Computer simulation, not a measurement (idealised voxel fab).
process module | voxel transistor to metal
cross-section cut | 290 nm wide | cells 5 nm
A cross-section is a grid of square cells, given in bands from the top down. A band is one or more rows of cells.
Each band's line starts with the height of the band's top and of its bottom, in nm. Then come its materials from left to right, each with its width in nm. One material with "throughout" fills the band from edge to edge. "air" is empty space.
Height 0 is the level under which the wafer as received is all one material. The lowest band goes on downwards, as in "0 down".
A width such as "30 to 40" changes by the same amount from each row of cells to the next, from the band's top row to its bottom row.
"no change" after a step means that no cell of the cross-section changed.
closed voids: empty space of 8 cells or more with no open way to the top, each as width x height at its distance from the left edge, in nm
after a step's settings: what the simulator itself notes on the step
overlay nm, on a step with a mask: how far to the right of its planned place the mask lay; to the left if negative
plan
1 op RECEIVE | material Si
2 op OXIDIZE | depth nm 5
3 op CONFORMAL_DEP | material SiN | thk nm 10
4 op PATTERN | tone cover | mask id ACTIVE | material resist | width nm 95 | pitch nm 115 | thk nm 20 | overlay nm 0
5 op DIRECTIONAL_ETCH | etch materials SiN | depth nm 10
6 op DIRECTIONAL_ETCH | etch materials SiO2 | depth nm 5
7 op DIRECTIONAL_ETCH | etch materials Si | depth nm 35
8 op STRIP | etch materials resist
9 op FILL_DEP | material SiO2 | thk nm 10
10 op CMP | height nm 10
11 op SELECTIVE_ETCH | etch materials SiO2 | depth nm 10
12 op STRIP | etch materials SiN
13 op SELECTIVE_ETCH | etch materials SiO2 | depth nm 5
14 op OXIDIZE | depth nm 5
15 op DIRECTIONAL_DEP | material polySi | thk nm 30
16 op DIRECTIONAL_DEP | material SiCN | thk nm 10
17 op DIRECTIONAL_DEP | material aC | thk nm 15
18 op PATTERN | tone cover | mask id GATE | material resist | width nm 25 | pitch nm 115 | thk nm 35 | overlay nm 0
19 op DIRECTIONAL_ETCH | etch materials aC | depth nm 15
20 op STRIP | etch materials resist
21 op DIRECTIONAL_ETCH | etch materials SiCN | depth nm 20
22 op DIRECTIONAL_ETCH | etch materials polySi | depth nm 40
23 op STRIP | etch materials aC
24 op CONFORMAL_DEP | material SiO2 | thk nm 5
25 op DIRECTIONAL_ETCH | etch materials SiO2 | depth nm 5
26 op CONFORMAL_DEP | material SiN | thk nm 10
27 op DIRECTIONAL_ETCH | etch materials SiN | depth nm 10
28 op DIRECTIONAL_ETCH | etch materials SiO2 | depth nm 5
29 op DIRECTIONAL_ETCH | etch materials Si | depth nm 15
30 op EPI | material nSi | thk nm 20
31 op FILL_DEP | material SiO2 | thk nm 10
32 op CMP | height nm 25
33 op STRIP | etch materials polySi
34 op SELECTIVE_ETCH | etch materials SiO2 | depth nm 5
35 op CONFORMAL_DEP | material HfO2 | thk nm 5
36 op CONFORMAL_DEP | material TiN | thk nm 5
37 op FILL_DEP | material W | thk nm 5
38 op CMP | height nm 20
39 op DIRECTIONAL_DEP | material SiO2 | thk nm 10
40 op PATTERN | tone open | mask id CONTACT | material resist | width nm 15 | thk nm 15 | overlay nm 0
41 op DIRECTIONAL_ETCH | etch materials SiO2 | depth nm 20
42 op STRIP | etch materials resist
43 op CONFORMAL_DEP | material TiN | thk nm 5
44 op FILL_DEP | material W | thk nm 5
45 op CMP | height nm 30
46 op CONFORMAL_DEP | material SiN | thk nm 5
47 op DIRECTIONAL_DEP | material lowk | thk nm 20
48 op MASKED_ETCH | tone open | mask id METAL_1 | width nm 15 | etch materials lowk | depth nm 20 | overlay nm 0
49 op MASKED_ETCH | tone open | mask id METAL_1 | width nm 15 | etch materials SiN | depth nm 5 | overlay nm 0
50 op CONFORMAL_DEP | material TiN | thk nm 5
51 op FILL_DEP | material Ru | thk nm 10
52 op CMP | height nm 55
53 op CONFORMAL_DEP | material SiCN | thk nm 5
54 op DIRECTIONAL_DEP | material lowk | thk nm 25
55 op PATTERN | tone open | mask id METAL_2 | material resist | width nm 15 | pitch nm 115 | thk nm 15 | overlay nm 0
56 op DIRECTIONAL_ETCH | etch materials lowk | depth nm 15
57 op STRIP | etch materials resist
58 op DIRECTIONAL_DEP | material aC | thk nm 15
59 op PATTERN | tone open | mask id METAL_2_HOLES | material resist | width nm 15 | pitch nm 115 | thk nm 30 | overlay nm 0
60 op DIRECTIONAL_ETCH | etch materials aC | depth nm 15
61 op STRIP | etch materials resist
62 op DIRECTIONAL_ETCH | etch materials lowk | depth nm 10
63 op DIRECTIONAL_ETCH | etch materials SiCN | depth nm 5
64 op STRIP | etch materials aC
65 op CONFORMAL_DEP | material TiN | thk nm 5
66 op FILL_DEP | material Ru | thk nm 5
67 op CMP | height nm 85
68 op CONFORMAL_DEP | material SiCN | thk nm 5
first wafer, as planned
as received, after step 1
  0 down: Si throughout
  closed voids: none
after step 2
  0 to -5: SiO2 throughout
  below -5: unchanged
after step 3
  10 to 0: SiN throughout
  below 0: unchanged
after step 4
  30 to 10: air 40 | resist 95 | air 20 | resist 95 | air 40
  below 10: unchanged
after step 5
  30 to 10: air 40 | resist 95 | air 20 | resist 95 | air 40
  10 to 0: air 40 | SiN 95 | air 20 | SiN 95 | air 40
  below 0: unchanged
after step 6
  30 to 10: air 40 | resist 95 | air 20 | resist 95 | air 40
  10 to 0: air 40 | SiN 95 | air 20 | SiN 95 | air 40
  0 to -5: air 40 | SiO2 95 | air 20 | SiO2 95 | air 40
  below -5: unchanged
after step 7
  30 to 10: air 40 | resist 95 | air 20 | resist 95 | air 40
  10 to 0: air 40 | SiN 95 | air 20 | SiN 95 | air 40
  0 to -5: air 40 | SiO2 95 | air 20 | SiO2 95 | air 40
  -5 to -40: air 40 | Si 95 | air 20 | Si 95 | air 40
  below -40: unchanged
after step 8
  10 to 0: air 40 | SiN 95 | air 20 | SiN 95 | air 40
  below 0: unchanged
after step 9
  20 to 10: SiO2 throughout
  10 to 0: SiO2 40 | SiN 95 | SiO2 20 | SiN 95 | SiO2 40
  0 to -5: SiO2 throughout
  -5 to -40: SiO2 40 | Si 95 | SiO2 20 | Si 95 | SiO2 40
  below -40: unchanged
after step 10
  10 to 0: SiO2 40 | SiN 95 | SiO2 20 | SiN 95 | SiO2 40
  below 0: unchanged
after step 11
  10 to 0: air 40 | SiN 95 | air 20 | SiN 95 | air 40
  below 0: unchanged
after step 12
  0 to -5: SiO2 throughout
  below -5: unchanged
after step 13
  -5 to -40: SiO2 40 | Si 95 | SiO2 20 | Si 95 | SiO2 40
  below -40: unchanged
after step 14
  -5 to -10: SiO2 throughout
  below -10: unchanged
after step 15
  25 to -5: polySi throughout
  below -5: unchanged
after step 16
  35 to 25: SiCN throughout
  below 25: unchanged
after step 17
  50 to 35: aC throughout
  below 35: unchanged
after step 18
  85 to 50: air 75 | resist 25 | air 90 | resist 25 | air 75
  below 50: unchanged
after step 19
  70 to 50: air 75 | resist 25 | air 90 | resist 25 | air 75
  50 to 35: air 75 | aC 25 | air 90 | aC 25 | air 75
  below 35: unchanged
after step 20
  50 to 35: air 75 | aC 25 | air 90 | aC 25 | air 75
  below 35: unchanged
after step 21
  50 to 35: air 75 | aC 25 | air 90 | aC 25 | air 75
  35 to 25: air 75 | SiCN 25 | air 90 | SiCN 25 | air 75
  below 25: unchanged
after step 22
  50 to 35: air 75 | aC 25 | air 90 | aC 25 | air 75
  35 to 25: air 75 | SiCN 25 | air 90 | SiCN 25 | air 75
  25 to -5: air 75 | polySi 25 | air 90 | polySi 25 | air 75
  below -5: unchanged
after step 23
  35 to 25: air 75 | SiCN 25 | air 90 | SiCN 25 | air 75
  below 25: unchanged
after step 24
  40 to 35: air 70 | SiO2 35 | air 80 | SiO2 35 | air 70
  35 to 25: air 70 | SiO2 5 | SiCN 25 | SiO2 5 | air 80 | SiO2 5 | SiCN 25 | SiO2 5 | air 70
  25 to 0: air 70 | SiO2 5 | polySi 25 | SiO2 5 | air 80 | SiO2 5 | polySi 25 | SiO2 5 | air 70
  0 to -5: SiO2 75 | polySi 25 | SiO2 90 | polySi 25 | SiO2 75
  below -5: unchanged
after step 25
  35 to 25: air 70 | SiO2 5 | SiCN 25 | SiO2 5 | air 80 | SiO2 5 | SiCN 25 | SiO2 5 | air 70
  25 to -5: air 70 | SiO2 5 | polySi 25 | SiO2 5 | air 80 | SiO2 5 | polySi 25 | SiO2 5 | air 70
  below -5: unchanged
after step 26
  45 to 35: air 60 | SiN 55 | air 60 | SiN 55 | air 60
  35 to 25: air 60 | SiN 10 | SiO2 5 | SiCN 25 | SiO2 5 | SiN 10 | air 60 | SiN 10 | SiO2 5 | SiCN 25 | SiO2 5 | SiN 10 | air 60
  25 to 5: air 60 | SiN 10 | SiO2 5 | polySi 25 | SiO2 5 | SiN 10 | air 60 | SiN 10 | SiO2 5 | polySi 25 | SiO2 5 | SiN 10 | air 60
  5 to -5: SiN 70 | SiO2 5 | polySi 25 | SiO2 5 | SiN 80 | SiO2 5 | polySi 25 | SiO2 5 | SiN 70
  below -5: unchanged
after step 27
  35 to 25: air 60 | SiN 10 | SiO2 5 | SiCN 25 | SiO2 5 | SiN 10 | air 60 | SiN 10 | SiO2 5 | SiCN 25 | SiO2 5 | SiN 10 | air 60
  25 to -5: air 60 | SiN 10 | SiO2 5 | polySi 25 | SiO2 5 | SiN 10 | air 60 | SiN 10 | SiO2 5 | polySi 25 | SiO2 5 | SiN 10 | air 60
  below -5: unchanged
after step 28
  35 to 30: air 60 | SiN 10 | air 5 | SiCN 25 | air 5 | SiN 10 | air 60 | SiN 10 | air 5 | SiCN 25 | air 5 | SiN 10 | air 60
  30 to 25: air 60 | SiN 10 | SiO2 5 | SiCN 25 | SiO2 5 | SiN 10 | air 60 | SiN 10 | SiO2 5 | SiCN 25 | SiO2 5 | SiN 10 | air 60
  25 to -5: air 60 | SiN 10 | SiO2 5 | polySi 25 | SiO2 5 | SiN 10 | air 60 | SiN 10 | SiO2 5 | polySi 25 | SiO2 5 | SiN 10 | air 60
  -5 to -10: air 60 | SiO2 55 | air 60 | SiO2 55 | air 60
  below -10: unchanged
after step 29
  35 to 30: air 60 | SiN 10 | air 5 | SiCN 25 | air 5 | SiN 10 | air 60 | SiN 10 | air 5 | SiCN 25 | air 5 | SiN 10 | air 60
  30 to 25: air 60 | SiN 10 | SiO2 5 | SiCN 25 | SiO2 5 | SiN 10 | air 60 | SiN 10 | SiO2 5 | SiCN 25 | SiO2 5 | SiN 10 | air 60
  25 to -5: air 60 | SiN 10 | SiO2 5 | polySi 25 | SiO2 5 | SiN 10 | air 60 | SiN 10 | SiO2 5 | polySi 25 | SiO2 5 | SiN 10 | air 60
  -5 to -10: air 60 | SiO2 55 | air 60 | SiO2 55 | air 60
  -10 to -25: SiO2 40 | air 20 | Si 55 | air 20 | SiO2 20 | air 20 | Si 55 | air 20 | SiO2 40
  below -25: unchanged
after step 30
  35 to 30: air 60 | SiN 10 | air 5 | SiCN 25 | air 5 | SiN 10 | air 60 | SiN 10 | air 5 | SiCN 25 | air 5 | SiN 10 | air 60
  30 to 25: air 60 | SiN 10 | SiO2 5 | SiCN 25 | SiO2 5 | SiN 10 | air 60 | SiN 10 | SiO2 5 | SiCN 25 | SiO2 5 | SiN 10 | air 60
  25 to 10: air 60 | SiN 10 | SiO2 5 | polySi 25 | SiO2 5 | SiN 10 | air 60 | SiN 10 | SiO2 5 | polySi 25 | SiO2 5 | SiN 10 | air 60
  10 to -5: air 40 | nSi 20 | SiN 10 | SiO2 5 | polySi 25 | SiO2 5 | SiN 10 | nSi 20 | air 20 | nSi 20 | SiN 10 | SiO2 5 | polySi 25 | SiO2 5 | SiN 10 | nSi 20 | air 40
  -5 to -10: air 35 | nSi 25 | SiO2 55 | nSi 25 | air 10 | nSi 25 | SiO2 55 | nSi 25 | air 35
  -10 to -25: SiO2 40 | nSi 20 | Si 55 | nSi 20 | SiO2 20 | nSi 20 | Si 55 | nSi 20 | SiO2 40
  below -25: unchanged
after step 31
  45 to 35: SiO2 throughout
  35 to 25: SiO2 60 | SiN 10 | SiO2 5 | SiCN 25 | SiO2 5 | SiN 10 | SiO2 60 | SiN 10 | SiO2 5 | SiCN 25 | SiO2 5 | SiN 10 | SiO2 60
  25 to 10: SiO2 60 | SiN 10 | SiO2 5 | polySi 25 | SiO2 5 | SiN 10 | SiO2 60 | SiN 10 | SiO2 5 | polySi 25 | SiO2 5 | SiN 10 | SiO2 60
  10 to -5: SiO2 40 | nSi 20 | SiN 10 | SiO2 5 | polySi 25 | SiO2 5 | SiN 10 | nSi 20 | SiO2 20 | nSi 20 | SiN 10 | SiO2 5 | polySi 25 | SiO2 5 | SiN 10 | nSi 20 | SiO2 40
  -5 to -10: SiO2 35 | nSi 25 | SiO2 55 | nSi 25 | SiO2 10 | nSi 25 | SiO2 55 | nSi 25 | SiO2 35
  below -10: unchanged
after step 32
  25 to 10: SiO2 60 | SiN 10 | SiO2 5 | polySi 25 | SiO2 5 | SiN 10 | SiO2 60 | SiN 10 | SiO2 5 | polySi 25 | SiO2 5 | SiN 10 | SiO2 60
  below 10: unchanged
after step 33
  25 to 10: SiO2 60 | SiN 10 | SiO2 5 | air 25 | SiO2 5 | SiN 10 | SiO2 60 | SiN 10 | SiO2 5 | air 25 | SiO2 5 | SiN 10 | SiO2 60
  10 to -5: SiO2 40 | nSi 20 | SiN 10 | SiO2 5 | air 25 | SiO2 5 | SiN 10 | nSi 20 | SiO2 20 | nSi 20 | SiN 10 | SiO2 5 | air 25 | SiO2 5 | SiN 10 | nSi 20 | SiO2 40
  below -5: unchanged
after step 34
  25 to 20: air 60 | SiN 10 | air 35 | SiN 10 | air 60 | SiN 10 | air 35 | SiN 10 | air 60
  20 to 10: SiO2 60 | SiN 10 | air 35 | SiN 10 | SiO2 60 | SiN 10 | air 35 | SiN 10 | SiO2 60
  10 to -5: SiO2 40 | nSi 20 | SiN 10 | air 35 | SiN 10 | nSi 20 | SiO2 20 | nSi 20 | SiN 10 | air 35 | SiN 10 | nSi 20 | SiO2 40
  -5 to -10: SiO2 35 | nSi 25 | SiO2 10 | air 35 | SiO2 10 | nSi 25 | SiO2 10 | nSi 25 | SiO2 10 | air 35 | SiO2 10 | nSi 25 | SiO2 35
  below -10: unchanged
after step 35
  30 to 25: air 55 | HfO2 20 | air 25 | HfO2 20 | air 50 | HfO2 20 | air 25 | HfO2 20 | air 55
  25 to 20: HfO2 60 | SiN 10 | HfO2 5 | air 25 | HfO2 5 | SiN 10 | HfO2 60 | SiN 10 | HfO2 5 | air 25 | HfO2 5 | SiN 10 | HfO2 60
  20 to 10: SiO2 60 | SiN 10 | HfO2 5 | air 25 | HfO2 5 | SiN 10 | SiO2 60 | SiN 10 | HfO2 5 | air 25 | HfO2 5 | SiN 10 | SiO2 60
  10 to -5: SiO2 40 | nSi 20 | SiN 10 | HfO2 5 | air 25 | HfO2 5 | SiN 10 | nSi 20 | SiO2 20 | nSi 20 | SiN 10 | HfO2 5 | air 25 | HfO2 5 | SiN 10 | nSi 20 | SiO2 40
  -5 to -10: SiO2 35 | nSi 25 | SiO2 10 | HfO2 35 | SiO2 10 | nSi 25 | SiO2 10 | nSi 25 | SiO2 10 | HfO2 35 | SiO2 10 | nSi 25 | SiO2 35
  below -10: unchanged
after step 36
  35 to 30: air 50 | TiN 30 | air 15 | TiN 30 | air 40 | TiN 30 | air 15 | TiN 30 | air 50
  30 to 25: TiN 55 | HfO2 20 | TiN 5 | air 15 | TiN 5 | HfO2 20 | TiN 50 | HfO2 20 | TiN 5 | air 15 | TiN 5 | HfO2 20 | TiN 55
  25 to 20: HfO2 60 | SiN 10 | HfO2 5 | TiN 5 | air 15 | TiN 5 | HfO2 5 | SiN 10 | HfO2 60 | SiN 10 | HfO2 5 | TiN 5 | air 15 | TiN 5 | HfO2 5 | SiN 10 | HfO2 60
  20 to 10: SiO2 60 | SiN 10 | HfO2 5 | TiN 5 | air 15 | TiN 5 | HfO2 5 | SiN 10 | SiO2 60 | SiN 10 | HfO2 5 | TiN 5 | air 15 | TiN 5 | HfO2 5 | SiN 10 | SiO2 60
  10 to 0: SiO2 40 | nSi 20 | SiN 10 | HfO2 5 | TiN 5 | air 15 | TiN 5 | HfO2 5 | SiN 10 | nSi 20 | SiO2 20 | nSi 20 | SiN 10 | HfO2 5 | TiN 5 | air 15 | TiN 5 | HfO2 5 | SiN 10 | nSi 20 | SiO2 40
  0 to -5: SiO2 40 | nSi 20 | SiN 10 | HfO2 5 | TiN 25 | HfO2 5 | SiN 10 | nSi 20 | SiO2 20 | nSi 20 | SiN 10 | HfO2 5 | TiN 25 | HfO2 5 | SiN 10 | nSi 20 | SiO2 40
  below -5: unchanged
after step 37
  40 to 35: W throughout
  35 to 30: W 50 | TiN 30 | W 15 | TiN 30 | W 40 | TiN 30 | W 15 | TiN 30 | W 50
  30 to 25: TiN 55 | HfO2 20 | TiN 5 | W 15 | TiN 5 | HfO2 20 | TiN 50 | HfO2 20 | TiN 5 | W 15 | TiN 5 | HfO2 20 | TiN 55
  25 to 20: HfO2 60 | SiN 10 | HfO2 5 | TiN 5 | W 15 | TiN 5 | HfO2 5 | SiN 10 | HfO2 60 | SiN 10 | HfO2 5 | TiN 5 | W 15 | TiN 5 | HfO2 5 | SiN 10 | HfO2 60
  20 to 10: SiO2 60 | SiN 10 | HfO2 5 | TiN 5 | W 15 | TiN 5 | HfO2 5 | SiN 10 | SiO2 60 | SiN 10 | HfO2 5 | TiN 5 | W 15 | TiN 5 | HfO2 5 | SiN 10 | SiO2 60
  10 to 0: SiO2 40 | nSi 20 | SiN 10 | HfO2 5 | TiN 5 | W 15 | TiN 5 | HfO2 5 | SiN 10 | nSi 20 | SiO2 20 | nSi 20 | SiN 10 | HfO2 5 | TiN 5 | W 15 | TiN 5 | HfO2 5 | SiN 10 | nSi 20 | SiO2 40
  below 0: unchanged
after step 38
  20 to 10: SiO2 60 | SiN 10 | HfO2 5 | TiN 5 | W 15 | TiN 5 | HfO2 5 | SiN 10 | SiO2 60 | SiN 10 | HfO2 5 | TiN 5 | W 15 | TiN 5 | HfO2 5 | SiN 10 | SiO2 60
  below 10: unchanged
after step 39
  30 to 20: SiO2 throughout
  below 20: unchanged
after step 40
  45 to 30: resist 45 | air 15 | resist 55 | air 15 | resist 30 | air 15 | resist 55 | air 15 | resist 45
  below 30: unchanged
after step 41
  45 to 30: resist 45 | air 15 | resist 55 | air 15 | resist 30 | air 15 | resist 55 | air 15 | resist 45
  30 to 20: SiO2 45 | air 15 | SiO2 55 | air 15 | SiO2 30 | air 15 | SiO2 55 | air 15 | SiO2 45
  20 to 10: SiO2 45 | air 15 | SiN 10 | HfO2 5 | TiN 5 | W 15 | TiN 5 | HfO2 5 | SiN 10 | air 15 | SiO2 30 | air 15 | SiN 10 | HfO2 5 | TiN 5 | W 15 | TiN 5 | HfO2 5 | SiN 10 | air 15 | SiO2 45
  below 10: unchanged
after step 42
  30 to 20: SiO2 45 | air 15 | SiO2 55 | air 15 | SiO2 30 | air 15 | SiO2 55 | air 15 | SiO2 45
  below 20: unchanged
after step 43
  35 to 30: TiN 50 | air 5 | TiN 65 | air 5 | TiN 40 | air 5 | TiN 65 | air 5 | TiN 50
  30 to 20: SiO2 45 | TiN 5 | air 5 | TiN 5 | SiO2 55 | TiN 5 | air 5 | TiN 5 | SiO2 30 | TiN 5 | air 5 | TiN 5 | SiO2 55 | TiN 5 | air 5 | TiN 5 | SiO2 45
  20 to 15: SiO2 45 | TiN 5 | air 5 | TiN 5 | SiN 10 | HfO2 5 | TiN 5 | W 15 | TiN 5 | HfO2 5 | SiN 10 | TiN 5 | air 5 | TiN 5 | SiO2 30 | TiN 5 | air 5 | TiN 5 | SiN 10 | HfO2 5 | TiN 5 | W 15 | TiN 5 | HfO2 5 | SiN 10 | TiN 5 | air 5 | TiN 5 | SiO2 45
  15 to 10: SiO2 45 | TiN 15 | SiN 10 | HfO2 5 | TiN 5 | W 15 | TiN 5 | HfO2 5 | SiN 10 | TiN 15 | SiO2 30 | TiN 15 | SiN 10 | HfO2 5 | TiN 5 | W 15 | TiN 5 | HfO2 5 | SiN 10 | TiN 15 | SiO2 45
  below 10: unchanged
after step 44
  40 to 35: W throughout
  35 to 30: TiN 50 | W 5 | TiN 65 | W 5 | TiN 40 | W 5 | TiN 65 | W 5 | TiN 50
  30 to 20: SiO2 45 | TiN 5 | W 5 | TiN 5 | SiO2 55 | TiN 5 | W 5 | TiN 5 | SiO2 30 | TiN 5 | W 5 | TiN 5 | SiO2 55 | TiN 5 | W 5 | TiN 5 | SiO2 45
  20 to 15: SiO2 45 | TiN 5 | W 5 | TiN 5 | SiN 10 | HfO2 5 | TiN 5 | W 15 | TiN 5 | HfO2 5 | SiN 10 | TiN 5 | W 5 | TiN 5 | SiO2 30 | TiN 5 | W 5 | TiN 5 | SiN 10 | HfO2 5 | TiN 5 | W 15 | TiN 5 | HfO2 5 | SiN 10 | TiN 5 | W 5 | TiN 5 | SiO2 45
  below 15: unchanged
after step 45
  30 to 20: SiO2 45 | TiN 5 | W 5 | TiN 5 | SiO2 55 | TiN 5 | W 5 | TiN 5 | SiO2 30 | TiN 5 | W 5 | TiN 5 | SiO2 55 | TiN 5 | W 5 | TiN 5 | SiO2 45
  below 20: unchanged
after step 46
  35 to 30: SiN throughout
  below 30: unchanged
after step 47
  55 to 35: lowk throughout
  below 35: unchanged
after step 48
  55 to 35: lowk 45 | air 15 | lowk 55 | air 15 | lowk 30 | air 15 | lowk 55 | air 15 | lowk 45
  below 35: unchanged
after step 49
  55 to 35: lowk 45 | air 15 | lowk 55 | air 15 | lowk 30 | air 15 | lowk 55 | air 15 | lowk 45
  35 to 30: SiN 45 | air 15 | SiN 55 | air 15 | SiN 30 | air 15 | SiN 55 | air 15 | SiN 45
  below 30: unchanged
after step 50
  60 to 55: TiN 50 | air 5 | TiN 65 | air 5 | TiN 40 | air 5 | TiN 65 | air 5 | TiN 50
  55 to 35: lowk 45 | TiN 5 | air 5 | TiN 5 | lowk 55 | TiN 5 | air 5 | TiN 5 | lowk 30 | TiN 5 | air 5 | TiN 5 | lowk 55 | TiN 5 | air 5 | TiN 5 | lowk 45
  35 to 30: SiN 45 | TiN 15 | SiN 55 | TiN 15 | SiN 30 | TiN 15 | SiN 55 | TiN 15 | SiN 45
  below 30: unchanged
after step 51
  70 to 60: Ru throughout
  60 to 55: TiN 50 | Ru 5 | TiN 65 | Ru 5 | TiN 40 | Ru 5 | TiN 65 | Ru 5 | TiN 50
  55 to 35: lowk 45 | TiN 5 | Ru 5 | TiN 5 | lowk 55 | TiN 5 | Ru 5 | TiN 5 | lowk 30 | TiN 5 | Ru 5 | TiN 5 | lowk 55 | TiN 5 | Ru 5 | TiN 5 | lowk 45
  below 35: unchanged
after step 52
  55 to 35: lowk 45 | TiN 5 | Ru 5 | TiN 5 | lowk 55 | TiN 5 | Ru 5 | TiN 5 | lowk 30 | TiN 5 | Ru 5 | TiN 5 | lowk 55 | TiN 5 | Ru 5 | TiN 5 | lowk 45
  below 35: unchanged
after step 53
  60 to 55: SiCN throughout
  below 55: unchanged
after step 54
  85 to 60: lowk throughout
  below 60: unchanged
after step 55
  100 to 85: resist 45 | air 15 | resist 100 | air 15 | resist 115
  below 85: unchanged
after step 56
  100 to 85: resist 45 | air 15 | resist 100 | air 15 | resist 115
  85 to 70: lowk 45 | air 15 | lowk 100 | air 15 | lowk 115
  below 70: unchanged
after step 57
  85 to 70: lowk 45 | air 15 | lowk 100 | air 15 | lowk 115
  below 70: unchanged
after step 58
  100 to 85: aC 45 | air 15 | aC 100 | air 15 | aC 115
  85 to 70: lowk 45 | aC 15 | lowk 100 | aC 15 | lowk 115
  below 70: unchanged
after step 59
  130 to 100: resist 45 | air 15 | resist 100 | air 15 | resist 115
  below 100: unchanged
after step 60
  115 to 100: resist 45 | air 15 | resist 100 | air 15 | resist 115
  100 to 85: aC 45 | air 15 | aC 100 | air 15 | aC 115
  85 to 70: lowk 45 | air 15 | lowk 100 | air 15 | lowk 115
  below 70: unchanged
after step 61
  100 to 85: aC 45 | air 15 | aC 100 | air 15 | aC 115
  below 85: unchanged
after step 62
  100 to 85: aC 45 | air 15 | aC 100 | air 15 | aC 115
  85 to 60: lowk 45 | air 15 | lowk 100 | air 15 | lowk 115
  below 60: unchanged
after step 63
  100 to 85: aC 45 | air 15 | aC 100 | air 15 | aC 115
  85 to 60: lowk 45 | air 15 | lowk 100 | air 15 | lowk 115
  60 to 55: SiCN 45 | air 15 | SiCN 100 | air 15 | SiCN 115
  below 55: unchanged
after step 64
  85 to 60: lowk 45 | air 15 | lowk 100 | air 15 | lowk 115
  below 60: unchanged
after step 65
  90 to 85: TiN 50 | air 5 | TiN 110 | air 5 | TiN 120
  85 to 60: lowk 45 | TiN 5 | air 5 | TiN 5 | lowk 100 | TiN 5 | air 5 | TiN 5 | lowk 115
  60 to 55: SiCN 45 | TiN 15 | SiCN 100 | TiN 15 | SiCN 115
  below 55: unchanged
after step 66
  95 to 90: Ru throughout
  90 to 85: TiN 50 | Ru 5 | TiN 110 | Ru 5 | TiN 120
  85 to 60: lowk 45 | TiN 5 | Ru 5 | TiN 5 | lowk 100 | TiN 5 | Ru 5 | TiN 5 | lowk 115
  below 60: unchanged
after step 67
  85 to 60: lowk 45 | TiN 5 | Ru 5 | TiN 5 | lowk 100 | TiN 5 | Ru 5 | TiN 5 | lowk 115
  below 60: unchanged
after step 68
  90 to 85: SiCN throughout
  below 85: unchanged
second wafer: like start, like plan, one mistake. Through step 58 it matches the first wafer
when step 59 should have ended
  130 to 100: resist 45 | air 20 | resist 95 | air 20 | resist 110
  below 100: unchanged
when step 60 should have ended
  115 to 100: resist 45 | air 20 | resist 95 | air 20 | resist 110
  100 to 85: aC 45 | air 20 | aC 95 | air 20 | aC 110
  85 to 70: lowk 45 | air 15 | lowk 100 | air 15 | lowk 115
  below 70: unchanged
when step 61 should have ended
  100 to 85: aC 45 | air 20 | aC 95 | air 20 | aC 110
  below 85: unchanged
when step 62 should have ended
  100 to 85: aC 45 | air 20 | aC 95 | air 20 | aC 110
  85 to 75: lowk 45 | air 20 | lowk 95 | air 20 | lowk 110
  75 to 60: lowk 45 | air 15 | lowk 100 | air 15 | lowk 115
  below 60: unchanged
when step 63 should have ended
  100 to 85: aC 45 | air 20 | aC 95 | air 20 | aC 110
  85 to 75: lowk 45 | air 20 | lowk 95 | air 20 | lowk 110
  75 to 60: lowk 45 | air 15 | lowk 100 | air 15 | lowk 115
  60 to 55: SiCN 45 | air 15 | SiCN 100 | air 15 | SiCN 115
  below 55: unchanged
when step 64 should have ended
  85 to 75: lowk 45 | air 20 | lowk 95 | air 20 | lowk 110
  below 75: unchanged
when step 65 should have ended
  90 to 85: TiN 50 | air 10 | TiN 105 | air 10 | TiN 115
  85 to 75: lowk 45 | TiN 5 | air 10 to 5 | TiN 5 to 10 | lowk 95 | TiN 5 | air 10 to 5 | TiN 5 to 10 | lowk 110
  75 to 60: lowk 45 | TiN 5 | air 5 | TiN 5 | lowk 100 | TiN 5 | air 5 | TiN 5 | lowk 115
  60 to 55: SiCN 45 | TiN 15 | SiCN 100 | TiN 15 | SiCN 115
  below 55: unchanged
when step 66 should have ended
  95 to 90: Ru throughout
  90 to 85: TiN 50 | Ru 10 | TiN 105 | Ru 10 | TiN 115
  85 to 75: lowk 45 | TiN 5 | Ru 10 to 5 | TiN 5 to 10 | lowk 95 | TiN 5 | Ru 10 to 5 | TiN 5 to 10 | lowk 110
  75 to 60: lowk 45 | TiN 5 | Ru 5 | TiN 5 | lowk 100 | TiN 5 | Ru 5 | TiN 5 | lowk 115
  below 60: unchanged
when step 67 should have ended
  85 to 75: lowk 45 | TiN 5 | Ru 10 to 5 | TiN 5 to 10 | lowk 95 | TiN 5 | Ru 10 to 5 | TiN 5 to 10 | lowk 110
  below 75: unchanged
when step 68 should have ended
  90 to 85: SiCN throughout
  below 85: unchanged
what went wrong: step 59 ran as: op PATTERN | tone open | mask id METAL_2_HOLES | material resist | width nm 20 | pitch nm 115 | thk nm 30 | overlay nm 0
at the end the second wafer has, in cells: 2 more of Ru | 2 more of TiN | 4 fewer of lowk
